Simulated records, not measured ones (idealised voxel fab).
The document below concerns the process module designated voxel self aligned vias.
The figure presents cross-section cut, which has a width of 190 nm and is divided into square cells with an edge length of 5 nm.
Notation: cross-section as square-cell grid; stated in bands, top first, going down; one or more cell rows per band.
Heights first: top, then bottom, in nm. Then materials, left to right, each with a width in nm. "all across" on a single material: fills the band edge to edge. "blank": empty space.
Heads up on the height convention: 0 is the point under which the incoming wafer is all one material, and the lowest band has no bottom, it just keeps going down, like "0 nm and below".
Width spec "30 to 40" -> top row of cells at first value, bottom row at second value, equal per-row change in between.
A step reported as "no change" is a step in which no cell of the cross-section changed.
If an empty space has no open way to the top and is at least 8 cells in size, "Trapped cavities" lists it, written width x height at distance, where distance is measured from the left edge and every value is in nm.
Read whatever lies past the settings on a step's line as the simulator's own remark about the step.
overlay nm: mask offset rightward from planned place, masked step; negative means leftward offset.

STEPS IN THE PROCESS PLAN
1,RECEIVE (material Si)
2,CONFORMAL_DEP (material SiO2; thk nm 15)
3,CONFORMAL_DEP (material SiCN; thk nm 5)
4,DIRECTIONAL_DEP (material SiO2; thk nm 30)
5,DIRECTIONAL_DEP (material aC; thk nm 10)
6,PATTERN (tone open; mask id LINES; material resist; width nm 25; pitch nm 75; thk nm 30; overlay nm 0)
7,DIRECTIONAL_ETCH (etch materials aC; depth nm 10)
8,STRIP (etch materials resist)
9,DIRECTIONAL_ETCH (etch materials SiO2; depth nm 30)
10,STRIP (etch materials aC)
11,CONFORMAL_DEP (material TiN; thk nm 5)
12,FILL_DEP (material W; thk nm 10)
13,CMP (height nm 50)
14,SELECTIVE_ETCH (etch materials W Ru TiN; depth nm 5)
15,FILL_DEP (material SiN; thk nm 5)
16,CMP (height nm 50)
17,DIRECTIONAL_DEP (material SiO2; thk nm 20)
18,MASKED_ETCH (tone open; mask id VIAS; width nm 45; pitch nm 75; etch materials SiO2; depth nm 20; overlay nm 0)
19,MASKED_ETCH (tone open; mask id VIAS; width nm 45; pitch nm 75; etch materials SiN; depth nm 5; overlay nm 0)
20,CONFORMAL_DEP (material TiN; thk nm 5)
21,FILL_DEP (material W; thk nm 5)
22,CMP (height nm 70)
23,CONFORMAL_DEP (material SiCN; thk nm 5)

AS RECEIVED (POST STEP 1): CROSS-SECTION
	0 nm and below = Si all across
	Trapped cavities: none

THE FOLLOWING CROSS-SECTION DEPICTS THE WAFER UPON CONCLUSION OF THE MODULE. PROCESSING COMMENCED FROM THE STARTING CONDITION ILLUSTRATED ABOVE AND ADHERED TO THE PLAN ILLUSTRATED ABOVE, SAVE FOR ONE MISTAKE IN EXECUTION
	75 nm to 70 nm = SiCN all across
	70 nm to 50 nm = 35 SiO2 / 5 TiN / 35 W / 5 TiN / 30 SiO2 / 5 TiN / 35 W / 5 TiN / 35 SiO2
	50 nm to 45 nm = 35 SiN / 45 TiN / 30 SiN / 45 TiN / 35 SiN
	45 nm to 40 nm = 45 SiO2 / 25 SiN / 50 SiO2 / 25 SiN / 45 SiO2
	40 nm to 25 nm = 45 SiO2 / 5 TiN / 15 W / 5 TiN / 50 SiO2 / 5 TiN / 15 W / 5 TiN / 45 SiO2
	25 nm to 20 nm = 45 SiO2 / 25 TiN / 50 SiO2 / 25 TiN / 45 SiO2
	20 nm to 15 nm = SiCN all across
	15 nm to 0 nm = SiO2 all across
	0 nm and below = Si all across
	Trapped cavities: none
What was done differently from what was planned? step 13 did not happen as planned, as run it was CMP (height nm 45)
